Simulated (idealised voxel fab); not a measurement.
voxel capacitor over wiring: a process module
Pictured: cross-section cut, 240 nm wide, on a grid of 5 nm square cells.
Cross-section spec: square-cell grid; bands listed top down; each band is one or more rows.
Heads up on the band format: heights come first, top then bottom, in nm. After that it's the materials left to right, each with its width in nm. A single material flagged "edge to edge" fills the whole band edge to edge, and "blank" means there's empty space there.
Heights are measured from 0, the level below which the as-received wafer is all one material; the lowest band has no bottom and continues downward, written as in "0 and below".
Width spec "30..40" -> top row of cells at first value, bottom row at second value, equal per-row change in between.
For the purposes of this document, the phrase "identical to before" attached to a step denotes that no cell within the cross-section was modified by that step.
The list in "Enclosed void list" covers empty spaces of 8 cells or more that cannot reach the top through any open way, and it gives each as width x height at distance; the distance is from the left edge, and width, height and distance are in nm.
It should be noted that, on the line of a given step, the content following the step's settings is a remark produced by the simulator itself with respect to that step.
The "overlay nm" setting may appear on a step's line; for a step that uses a mask, it gives how far to the right of its planned position the mask lay, and a negative value indicates the left.

## The following list gives the planned process steps
| 1 | op RECEIVE | material Si |
| 2 | op CONFORMAL_DEP | material SiO2 | thk nm 15 |
| 3 | op DIRECTIONAL_DEP | material TiN | thk nm 5 |
| 4 | op DIRECTIONAL_DEP | material Ru | thk nm 15 |
| 5 | op DIRECTIONAL_DEP | material aC | thk nm 10 |
| 6 | op PATTERN | tone cover | mask id METAL_1 | material resist | width nm 25 | pitch nm 75 | thk nm 25 | overlay nm 0 |
| 7 | op DIRECTIONAL_ETCH | etch materials aC | depth nm 10 |
| 8 | op STRIP | etch materials resist |
| 9 | op DIRECTIONAL_ETCH | etch materials Ru | depth nm 15 |
| 10 | op DIRECTIONAL_ETCH | etch materials TiN | depth nm 5 |
| 11 | op STRIP | etch materials aC |
| 12 | op FILL_DEP | material SiO2 | thk nm 10 |
| 13 | op CMP | height nm 35 |
| 14 | op CONFORMAL_DEP | material SiCN | thk nm 5 |
| 15 | op DIRECTIONAL_DEP | material SiO2 | thk nm 20 |
| 16 | op MASKED_ETCH | tone open | mask id PLUG_1 | width nm 15 | etch materials SiO2 | depth nm 20 | overlay nm 0 |
| 17 | op MASKED_ETCH | tone open | mask id PLUG_1 | width nm 15 | etch materials SiCN | depth nm 5 | overlay nm 0 |
| 18 | op EPI | material Ru | thk nm 10 |
| 19 | op EPI | material Ru | thk nm 10 |
| 20 | op EPI | material Ru | thk nm 5 |
| 21 | op DIRECTIONAL_DEP | material TiN | thk nm 10 |
| 22 | op DIRECTIONAL_DEP | material SiN | thk nm 5 |
| 23 | op DIRECTIONAL_DEP | material TiN | thk nm 10 |
| 24 | op DIRECTIONAL_DEP | material aC | thk nm 15 |
| 25 | op PATTERN | tone cover | mask id UPPER_PLATE | material resist | width nm 55 | thk nm 30 | overlay nm 0 |
| 26 | op DIRECTIONAL_ETCH | etch materials aC | depth nm 15 |
| 27 | op STRIP | etch materials resist |
| 28 | op DIRECTIONAL_ETCH | etch materials TiN | depth nm 10 |
| 29 | op DIRECTIONAL_ETCH | etch materials SiN | depth nm 5 |
| 30 | op STRIP | etch materials aC |
| 31 | op DIRECTIONAL_DEP | material aC | thk nm 15 |
| 32 | op PATTERN | tone cover | mask id LOWER_PLATE | material resist | width nm 65 | thk nm 30 | overlay nm 0 |
| 33 | op DIRECTIONAL_ETCH | etch materials aC | depth nm 15 |
| 34 | op STRIP | etch materials resist |
| 35 | op DIRECTIONAL_ETCH | etch materials TiN | depth nm 10 |
| 36 | op STRIP | etch materials aC |
| 37 | op FILL_DEP | material SiO2 | thk nm 15 |
| 38 | op CMP | height nm 85 |
| 39 | op DIRECTIONAL_DEP | material aC | thk nm 10 |
| 40 | op PATTERN | tone open | mask id PLUG_2 | material resist | width nm 15 | thk nm 30 | overlay nm 0 |
| 41 | op DIRECTIONAL_ETCH | etch materials aC | depth nm 10 |
| 42 | op STRIP | etch materials resist |
| 43 | op DIRECTIONAL_ETCH | etch materials SiO2 | depth nm 10 |
| 44 | op STRIP | etch materials aC |
| 45 | op CONFORMAL_DEP | material TiN | thk nm 5 |
| 46 | op FILL_DEP | material Cu | thk nm 5 |
| 47 | op CMP | height nm 95 |
| 48 | op CONFORMAL_DEP | material SiN | thk nm 5 |
For clarity, it should be stated that the wafers under discussion commence in an identical condition and differ with respect to the height nm of step 38, the plan indicating the value that the first wafer had.

## First of several wafers, received after step 1, in cross-section
  0 and below: Si edge to edge
  Enclosed void list: none

## End-of-module cross-section, first of several wafers, after last step 48
  100 down to 95: SiN edge to edge
  95 down to 90: Cu edge to edge
  90 down to 85: TiN edge to edge
  85 down to 75: 80 nm SiO2, 55 nm TiN, 105 nm SiO2
  75 down to 70: 80 nm SiO2, 55 nm SiN, 105 nm SiO2
  70 down to 60: 75 nm SiO2, 65 nm TiN, 100 nm SiO2
  60 down to 40: 80 nm SiO2, 15 nm Ru, 145 nm SiO2
  40 down to 35: 80 nm SiCN, 15 nm Ru, 145 nm SiCN
  35 down to 20: 70 nm SiO2, 25 nm Ru, 50 nm SiO2, 25 nm Ru, 70 nm SiO2
  20 down to 15: 70 nm SiO2, 25 nm TiN, 50 nm SiO2, 25 nm TiN, 70 nm SiO2
  15 down to 0: SiO2 edge to edge
  0 and below: Si edge to edge
  Enclosed void list: none

## So this is the cross-section on the last wafer at the end of the module
  100 down to 95: SiN edge to edge
  95 down to 90: 90 nm SiO2, 15 nm TiN, 135 nm SiO2
  90 down to 85: SiO2 edge to edge
  85 down to 75: 80 nm SiO2, 55 nm TiN, 105 nm SiO2
  75 down to 70: 80 nm SiO2, 55 nm SiN, 105 nm SiO2
  70 down to 60: 75 nm SiO2, 65 nm TiN, 100 nm SiO2
  60 down to 40: 80 nm SiO2, 15 nm Ru, 145 nm SiO2
  40 down to 35: 80 nm SiCN, 15 nm Ru, 145 nm SiCN
  35 down to 20: 70 nm SiO2, 25 nm Ru, 50 nm SiO2, 25 nm Ru, 70 nm SiO2
  20 down to 15: 70 nm SiO2, 25 nm TiN, 50 nm SiO2, 25 nm TiN, 70 nm SiO2
  15 down to 0: SiO2 edge to edge
  0 and below: Si edge to edge
  Enclosed void list: none

## wafer rows; end of module; cells per material since receipt: (+) gained, (-) lost; then closed voids
height nm 85, +48 Cu, +45 Ru, +45 SiCN, +59 SiN, +657 SiO2, +106 TiN, Enclosed void list: none
height nm 90, +1 Cu, +45 Ru, +45 SiCN, +59 SiN, +702 SiO2, +108 TiN, Enclosed void list: none
height nm 95, +1 Cu, +45 Ru, +45 SiCN, +59 SiN, +747 SiO2, +63 TiN, Enclosed void list: none
height nm 100, +45 Ru, +45 SiCN, +59 SiN, +750 SiO2, +61 TiN, Enclosed void list: none
